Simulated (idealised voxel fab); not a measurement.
The name of this process module is voxel gate over fins.
cross-section cut | 240 nm wide | cells 5 nm
A cross-section is a grid of square cells, given in bands from the top down. A band is one or more rows of cells. Look at the band entry: it leads with the top's height and the bottom's height in nm. Then it lists the materials left to right, with a width in nm for each. The word "all across" on a single material says that material fills the band edge to edge. The word "blank" is empty space. Ref level 0: as-received wafer is one material below here. Bottom band extends down with no lower bound ("top 0, no bottom"). It should be noted that a width expressed as "30..40" varies in equal increments from row to row of cells within the band, taking the value of the first number at the top row and that of the second number at the bottom row. "nothing got changed" means the step left every cell of the cross-section as it was. So "Fully sealed voids" is basically the list of trapped voids: any empty space of 8 cells or more that can't reach the top through an opening. They're written width x height at distance, the distance being from the left edge, and it's all nm. On a step's line, text after the settings is the simulator commenting on that step. "overlay nm", when on a step's line for a step with a mask, measures how far to the right of its planned place the mask lay; a negative measure means to the left.
**Steps planned for the process**
1,RECEIVE: material Si
2,CONFORMAL_DEP: material SiN, thk nm 10
3,PATTERN: tone cover, mask id FINS, material resist, width nm 15, pitch nm 35, thk nm 15, overlay nm -15
4,DIRECTIONAL_ETCH: etch materials SiN, depth nm 10
5,DIRECTIONAL_ETCH: etch materials Si, depth nm 40
6,STRIP: etch materials resist
7,FILL_DEP: material SiO2, thk nm 10
8,CMP: height nm 10
9,SELECTIVE_ETCH: etch materials SiO2, depth nm 20
10,STRIP: etch materials SiN
11,CONFORMAL_DEP: material HfO2, thk nm 5
12,CONFORMAL_DEP: material TiN, thk nm 5
13,CONFORMAL_DEP: material TiAl, thk nm 5
14,CONFORMAL_DEP: material TiN, thk nm 5
15,FILL_DEP: material W, thk nm 10
16,CMP: height nm 25
17,CONFORMAL_DEP: material SiCN, thk nm 10
The value of overlay nm given for step 3 in the plan refers to the first wafer; the wafers vary in this setting and are alike at the start.
**The first of several wafers in cross-section, exactly as it reached us after step 1**
> top 0, no bottom: Si all across
> Fully sealed voids: none
**Below: a row per wafer. Contents at end of module: for every material, cells gained since receipt (+) or lost since receipt (-); then closed voids**
overlay nm -15 | +60 HfO2 | -312 Si | +96 SiCN | +234 SiO2 | +52 TiAl | +112 TiN | +94 W | Fully sealed voids: none
overlay nm -10 | +60 HfO2 | -312 Si | +96 SiCN | +234 SiO2 | +52 TiAl | +112 TiN | +94 W | Fully sealed voids: none
overlay nm -5 | +60 HfO2 | -312 Si | +96 SiCN | +234 SiO2 | +52 TiAl | +112 TiN | +94 W | Fully sealed voids: none
overlay nm 0 | +60 HfO2 | -312 Si | +96 SiCN | +234 SiO2 | +52 TiAl | +112 TiN | +94 W | Fully sealed voids: none
overlay nm 5 | +60 HfO2 | -312 Si | +96 SiCN | +234 SiO2 | +52 TiAl | +112 TiN | +94 W | Fully sealed voids: none
overlay nm 10 | +60 HfO2 | -312 Si | +96 SiCN | +234 SiO2 | +52 TiAl | +112 TiN | +94 W | Fully sealed voids: none
overlay nm 15 | +60 HfO2 | -312 Si | +96 SiCN | +234 SiO2 | +52 TiAl | +112 TiN | +94 W | Fully sealed voids: none
